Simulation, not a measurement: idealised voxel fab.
Title: Process Module voxel transistor to metal
Cross-section cut: width 195 nm, square cells of 5 nm.
When this document writes out a cross-section, it uses a grid of square cells and lists it as bands, beginning at the top and moving down, with a band standing for one or more rows of cells. Per band: top height and bottom height in nm, followed by the left-to-right materials and their widths in nm; "full width" marks a single material spanning edge to edge, "empty" marks empty space. Heads up on the height convention: 0 is the point under which the incoming wafer is all one material, and the lowest band has no bottom, it just keeps going down, like "0 -> down". The two numbers in a width such as "30..40" mark its ends across the band: the first belongs to the top row of cells, the second to the bottom row, and from each row to the next the width moves by the same amount. Basically "everything unchanged" means that step didn't change any cell in the cross-section. Any empty space of 8 cells or more lacking an open way to the top shows up in "Trapped cavities" as width x height at distance, distance from the left edge, in nm. If you see something after the settings on a step's line, that's the simulator's own remark about that step. The optional step-line setting "overlay nm" applies to steps with a mask and quantifies how far to the right of its planned location the mask lay, a negative value indicating leftward placement.
-- These are the steps we planned for the process
1: RECEIVE: material Si
2: CONFORMAL_DEP: material SiO2, thk nm 5
3: CONFORMAL_DEP: material SiN, thk nm 10
4: PATTERN: tone cover, mask id ACTIVE, material resist, width nm 110, thk nm 20, overlay nm 0
5: DIRECTIONAL_ETCH: etch materials SiN, depth nm 10
6: DIRECTIONAL_ETCH: etch materials SiO2, depth nm 5
7: DIRECTIONAL_ETCH: etch materials Si, depth nm 20
8: STRIP: etch materials resist
9: FILL_DEP: material SiO2, thk nm 5
10: CMP: height nm 15
11: SELECTIVE_ETCH: etch materials SiO2, depth nm 5
12: STRIP: etch materials SiN
13: SELECTIVE_ETCH: etch materials SiO2, depth nm 5
14: OXIDIZE: depth nm 5
15: DIRECTIONAL_DEP: material polySi, thk nm 20
16: DIRECTIONAL_DEP: material SiCN, thk nm 15
17: MASKED_ETCH: tone cover, mask id GATE, width nm 30, etch materials SiCN, depth nm 25, overlay nm 0
18: MASKED_ETCH: tone cover, mask id GATE, width nm 30, etch materials polySi, depth nm 30, overlay nm 0
19: CONFORMAL_DEP: material SiN, thk nm 5
20: DIRECTIONAL_ETCH: etch materials SiN, depth nm 5
21: DIRECTIONAL_ETCH: etch materials SiO2, depth nm 5
22: EPI: material nSi, thk nm 5
23: FILL_DEP: material SiO2, thk nm 10
24: CMP: height nm 20
25: STRIP: etch materials polySi
26: SELECTIVE_ETCH: etch materials SiO2, depth nm 5
27: CONFORMAL_DEP: material HfO2, thk nm 5
28: CONFORMAL_DEP: material TiN, thk nm 5
29: FILL_DEP: material W, thk nm 5
30: CMP: height nm 15
31: DIRECTIONAL_DEP: material SiO2, thk nm 15
32: DIRECTIONAL_DEP: material aC, thk nm 15
33: PATTERN: tone open, mask id CONTACT, material resist, width nm 15, pitch nm 75, thk nm 35, overlay nm 0
34: DIRECTIONAL_ETCH: etch materials aC, depth nm 15
35: STRIP: etch materials resist
36: DIRECTIONAL_ETCH: etch materials SiO2, depth nm 30
37: STRIP: etch materials aC
38: CONFORMAL_DEP: material TiN, thk nm 5
39: FILL_DEP: material Ru, thk nm 10
40: CMP: height nm 30
41: DIRECTIONAL_DEP: material TiN, thk nm 5
42: DIRECTIONAL_DEP: material Ru, thk nm 20
43: MASKED_ETCH: tone cover, mask id METAL_1, width nm 15, pitch nm 75, etch materials Ru, depth nm 20, overlay nm 0
44: MASKED_ETCH: tone cover, mask id METAL_1, width nm 15, pitch nm 75, etch materials TiN, depth nm 5, overlay nm 0
45: FILL_DEP: material lowk, thk nm 5
46: CMP: height nm 55
47: CONFORMAL_DEP: material SiCN, thk nm 5
48: DIRECTIONAL_DEP: material lowk, thk nm 35
49: DIRECTIONAL_DEP: material aC, thk nm 15
50: PATTERN: tone open, mask id METAL_2, material resist, width nm 15, pitch nm 75, thk nm 35, overlay nm 0
51: DIRECTIONAL_ETCH: etch materials aC, depth nm 15
52: STRIP: etch materials resist
53: DIRECTIONAL_ETCH: etch materials lowk, depth nm 20
54: STRIP: etch materials aC
55: DIRECTIONAL_DEP: material aC, thk nm 15
56: PATTERN: tone open, mask id METAL_2_HOLES, material resist, width nm 15, pitch nm 75, thk nm 35, overlay nm 0
57: DIRECTIONAL_ETCH: etch materials aC, depth nm 15
58: STRIP: etch materials resist
59: DIRECTIONAL_ETCH: etch materials lowk, depth nm 15
60: DIRECTIONAL_ETCH: etch materials SiCN, depth nm 5
61: STRIP: etch materials aC
62: CONFORMAL_DEP: material TiN, thk nm 5
63: FILL_DEP: material Ru, thk nm 5
64: CMP: height nm 95
65: CONFORMAL_DEP: material SiN, thk nm 5
-- Incoming wafer in cross-section (state: after step 1)
    0 -> down  Si full width
    Trapped cavities: none
-- End-of-module cross-section. Starting structure and process plan as above; one mistake made in running it
    100 -> 95  SiN full width
    95 -> 60  50 of lowk  5 of TiN  5 of Ru  5 of TiN  60 of lowk  5 of TiN  5 of Ru  5 of TiN  55 of lowk
    60 -> 55  50 of SiCN  15 of TiN  60 of SiCN  15 of TiN  55 of SiCN
    55 -> 35  50 of lowk  15 of Ru  60 of lowk  15 of Ru  55 of lowk
    35 -> 30  50 of lowk  15 of TiN  60 of lowk  15 of TiN  55 of lowk
    30 -> 15  45 of SiO2  5 of TiN  5 of Ru  5 of TiN  60 of SiO2  5 of TiN  5 of Ru  5 of TiN  60 of SiO2
    15 -> 5  45 of SiO2  5 of TiN  5 of Ru  5 of TiN  15 of SiO2  5 of SiN  5 of HfO2  5 of TiN  10 of W  5 of TiN  5 of HfO2  5 of SiN  5 of SiO2  5 of TiN  5 of Ru  5 of TiN  60 of SiO2
    5 -> 0  35 of SiO2  5 of SiN  5 of SiO2  15 of TiN  15 of SiO2  5 of SiN  5 of HfO2  20 of TiN  5 of HfO2  5 of SiN  5 of SiO2  15 of TiN  15 of SiO2  5 of SiN  40 of SiO2
    0 -> -5  40 of SiO2  35 of nSi  40 of HfO2  35 of nSi  45 of SiO2
    -5 -> -20  40 of SiO2  110 of Si  45 of SiO2
    -20 -> down  Si full width
    Trapped cavities: none
Processing error: step 33 was run on a setting that differed from the plan, and what really ran there is PATTERN: tone open, mask id CONTACT, material resist, width nm 15, pitch nm 75, thk nm 35, overlay nm -5
